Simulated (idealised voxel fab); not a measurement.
The name of this process module is voxel self aligned contacts.
Section cut is 150 nm wide and gridded with 5 nm square cells.
Just so we're on the same page, the cross-sections are grids of square cells, and they're listed out in bands top to bottom, each band one or more rows deep.
In this notation a band is specified by the heights of its top and bottom, in that order and in nm, after which its materials appear from left to right, each paired with its width in nm. The word "edge to edge" attached to a single material means that material fills the band from edge to edge; the word "blank" stands for empty space.
It should be noted that heights are counted from 0, beneath which the wafer as supplied is of one material throughout, and that the lowest band possesses no lower boundary but continues downward, as written in "0..down".
Note: "30..40" means the width goes from the first number (top row of the band) to the second number (bottom row) in equal steps per row of cells.
No cell of the cross-section changed in a step that is given as "all unchanged".
Look at "Closed empty spaces" for the closed voids: empty spaces with no open path to the top, sized 8 cells or up. Each is width x height at distance, distance from the left edge, all nm.
What comes after the settings on a step's line is commentary from the simulator itself on that step.
The setting "overlay nm" may be written on the line of a step. When the step uses a mask, the value reports how far to the right of the planned place the mask lay, and a negative value reports that it lay to the left.
Process steps foreseen in the plan:
1) RECEIVE,material Si
2) OXIDIZE,depth nm 5
3) DIRECTIONAL_DEP,material polySi,thk nm 20
4) DIRECTIONAL_DEP,material SiN,thk nm 20
5) MASKED_ETCH,tone cover,mask id GATE,width nm 35,pitch nm 80,etch materials SiN,depth nm 20,overlay nm 0
6) MASKED_ETCH,tone cover,mask id GATE,width nm 35,pitch nm 80,etch materials polySi,depth nm 20,overlay nm 0
7) CONFORMAL_DEP,material SiN,thk nm 10
8) DIRECTIONAL_ETCH,etch materials SiN,depth nm 10
9) FILL_DEP,material SiO2,thk nm 10
10) CMP,height nm 45
11) DIRECTIONAL_DEP,material aC,thk nm 10
12) PATTERN,tone open,mask id CONTACT,material resist,width nm 65,thk nm 30,overlay nm 0
13) DIRECTIONAL_ETCH,etch materials aC,depth nm 10
14) STRIP,etch materials resist
15) DIRECTIONAL_ETCH,etch materials SiO2,depth nm 50
16) STRIP,etch materials aC
17) CONFORMAL_DEP,material TiN,thk nm 5
18) FILL_DEP,material W,thk nm 10
19) CMP,height nm 45
20) CONFORMAL_DEP,material SiN,thk nm 5
Here's what the wafer looked like in cross-section when it arrived - that's after step 1:
* 0..down = Si edge to edge
* Closed empty spaces: none
What the wafer looks like in cross-section after this module, when it starts as shown above and follows the plan above but one mistake is made in running it:
* 50..45 = SiN edge to edge
* 45..40 = 5 of SiO2, 55 of SiN, 25 of TiN, 55 of SiN, 10 of SiO2
* 40..20 = SiN edge to edge
* 20..0 = polySi edge to edge
* 0..-5 = SiO2 edge to edge
* -5..down = Si edge to edge
* Closed empty spaces: none
What was the processing mistake? the plan's step 4 ran twice
